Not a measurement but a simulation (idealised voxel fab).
You're looking at the process module voxel released beams.
The cross-section shown here is cut; it is 145 nm wide and divided into square cells measuring 5 nm on a side.
How to read a cross-section here: the picture is a grid of square cells, written as bands going from the top down, and any band can span one or more rows of cells. The band entry comprises the height of the band's top followed by the height of its bottom, expressed in nm, and subsequently the band's materials from left to right, each stated together with its width in nm. Where a single material is marked with the word "throughout", that material fills the band from edge to edge. The word "empty" represents empty space. Note: height 0 marks the level under which the wafer is uniformly one material as received. Lowest band unbounded below, written "0..down". Width spec "30..40" -> top row of cells at first value, bottom row at second value, equal per-row change in between. When a step is marked "remained the same", none of the cells in the cross-section changed during that step. The label "Enclosed cavities" introduces a list of the empty spaces, 8 cells or larger, that have no open way up to the top; each entry in it reads width x height at distance, where the distance is taken from the left edge and all three are stated in nm. Step line, after settings: the simulator's comment on this step. "overlay nm" answers the question of how far to the right of plan the mask lay on a step that has a mask, and when it is negative the answer is to the left.
# So here's the lineup of process steps we planned
step 1: RECEIVE,material Si
step 2: CONFORMAL_DEP,material Al2O3,thk nm 5
step 3: DIRECTIONAL_DEP,material SiO2,thk nm 15
step 4: PATTERN,tone open,mask id ANCHOR,material resist,width nm 45,thk nm 15,overlay nm 0
step 5: DIRECTIONAL_ETCH,etch materials SiO2,depth nm 15
step 6: STRIP,etch materials resist
step 7: CONFORMAL_DEP,material W,thk nm 15
step 8: MASKED_ETCH,tone cover,mask id BEAM,width nm 95,etch materials W,depth nm 15,overlay nm 0
step 9: STRIP,etch materials SiO2
# Below: the first of two wafers, run as planned
# Shown in cross-section is the wafer as received, that is, as it stands after step 1
* 0..down  Si throughout
* Enclosed cavities: none
# Wafer after step 2 (cross-section)
* 5..0  Al2O3 throughout
* Unchanged below 0.
# Wafer after step 3 (cross-section)
* 20..5  SiO2 throughout
* Unchanged below 5.
# Wafer after step 4 (cross-section)
* 35..20  resist 25 nm  empty 45 nm  resist 75 nm
* Unchanged below 20.
# Wafer after step 5 (cross-section)
* 35..20  resist 25 nm  empty 45 nm  resist 75 nm
* 20..5  SiO2 25 nm  empty 45 nm  SiO2 75 nm
* Unchanged below 5.
# Wafer after step 6 (cross-section)
* 20..5  SiO2 25 nm  empty 45 nm  SiO2 75 nm
* Unchanged below 5.
# Wafer after step 7 (cross-section)
* 35..20  W 40 nm  empty 15 nm  W 90 nm
* 20..5  SiO2 25 nm  W 45 nm  SiO2 75 nm
* Unchanged below 5.
# Wafer after step 8 (cross-section)
* 35..20  empty 20 nm  W 20 nm  empty 15 nm  W 60 nm  empty 30 nm
* Unchanged below 20.
# Wafer after step 9 (cross-section)
* 35..20  empty 20 nm  W 20 nm  empty 15 nm  W 60 nm  empty 30 nm
* 20..5  empty 25 nm  W 45 nm  empty 75 nm
* Unchanged below 5.
# Regarding the second of the two wafers: it shared the first wafer's starting condition and process plan, yet one error occurred during its execution. Its history coincides with that of the first wafer up to and including step 7
# Second wafer, sectioned view, at step 8's planned end time
* 35..20  empty 25 nm  W 15 nm  empty 15 nm  W 65 nm  empty 25 nm
* Unchanged below 20.
# Second wafer, sectioned view, at step 9's planned end time
* 35..20  empty 25 nm  W 15 nm  empty 15 nm  W 65 nm  empty 25 nm
* 20..5  empty 25 nm  W 45 nm  empty 75 nm
* Unchanged below 5.
Against the plan, the run slipped here: contrary to plan, step 8 was performed as MASKED_ETCH,tone cover,mask id BEAM,width nm 95,etch materials W,depth nm 15,overlay nm 5
At the end, the second wafer has the same number of cells of each material as the first, but those cells sit in other places.
